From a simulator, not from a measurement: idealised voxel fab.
Name of the process module below: voxel released beams
Pictured: cross-section cut, 245 nm wide, on a grid of 5 nm square cells.
Cross-section, as written here: a square-cell grid given band by band from the top down, where a band holds one or more rows of cells. Top, bottom (nm), then materials left to right with widths (nm); lone material tagged "throughout" fills the whole band edge to edge; "empty" = empty space. Heights are reckoned from 0. Under this level, the received wafer is all of one material. The bottommost band is open-ended downward, for example "0 down". The expression "30..40" gives the width at the extremes of the band, the first number at its top row of cells and the second at its bottom row, with the width changing by equal amounts from each row to the next in between. "all unchanged" (step): cross-section cells unchanged, all of them. "Tabulated closed voids": empty spaces of 8 cells or more with no open way to the top, each given as width x height at distance, distance from the left edge, all in nm. Text after the settings on a step's line: the simulator's own remark on that step. overlay nm: for a step with a mask, the amount by which the mask lay right of where it was planned; a negative amount means left of it.

**Here's what the planned process steps look like**
| 1 | RECEIVE,material Si |
| 2 | CONFORMAL_DEP,material SiN,thk nm 5 |
| 3 | DIRECTIONAL_DEP,material SiO2,thk nm 20 |
| 4 | MASKED_ETCH,tone open,mask id ANCHOR,width nm 25,etch materials SiO2,depth nm 20,overlay nm -15 |
| 5 | CONFORMAL_DEP,material TiN,thk nm 10 |
| 6 | DIRECTIONAL_DEP,material aC,thk nm 15 |
| 7 | PATTERN,tone cover,mask id BEAM,material resist,width nm 100,thk nm 30,overlay nm 0 |
| 8 | DIRECTIONAL_ETCH,etch materials aC,depth nm 15 |
| 9 | STRIP,etch materials resist |
| 10 | DIRECTIONAL_ETCH,etch materials TiN,depth nm 10 |
| 11 | STRIP,etch materials aC |
| 12 | STRIP,etch materials SiO2 |
Heads up: all these wafers start the same, and what changes between them is the overlay nm in step 4. The value you see in the plan is just what the first wafer got.

**Cross-section of the first of several wafers on receipt, reflecting completion of step 1**
    0 down: Si throughout
    Tabulated closed voids: none

**The figure below presents a cross-section of the first of several wafers at the conclusion of the module, following its last step, step 12**
    35 to 25: empty: 75; TiN: 95; empty: 75
    25 to 15: empty: 60; TiN: 10; empty: 5; TiN: 10; empty: 160
    15 to 5: empty: 60; TiN: 25; empty: 160
    5 to 0: SiN throughout
    0 down: Si throughout
    Tabulated closed voids: none

**Final wafer cross-section at module end**
    35 to 25: empty: 70; TiN: 30; empty: 5; TiN: 65; empty: 75
    25 to 15: empty: 90; TiN: 10; empty: 5; TiN: 10; empty: 130
    15 to 5: empty: 90; TiN: 25; empty: 130
    5 to 0: SiN throughout
    0 down: Si throughout
    Tabulated closed voids: none

**Tabulated below, wafer by wafer, are the end-of-module results: for each material, the number of cells gained (+) or lost (-) relative to the as-received state, followed by the closed voids**
overlay nm -15 | +49 SiN | +56 TiN | Tabulated closed voids: none
overlay nm -10 | +49 SiN | +56 TiN | Tabulated closed voids: none
overlay nm -5 | +49 SiN | +56 TiN | Tabulated closed voids: none
overlay nm 0 | +49 SiN | +56 TiN | Tabulated closed voids: none
overlay nm 5 | +49 SiN | +56 TiN | Tabulated closed voids: none
overlay nm 10 | +49 SiN | +56 TiN | Tabulated closed voids: none
overlay nm 15 | +49 SiN | +56 TiN | Tabulated closed voids: none
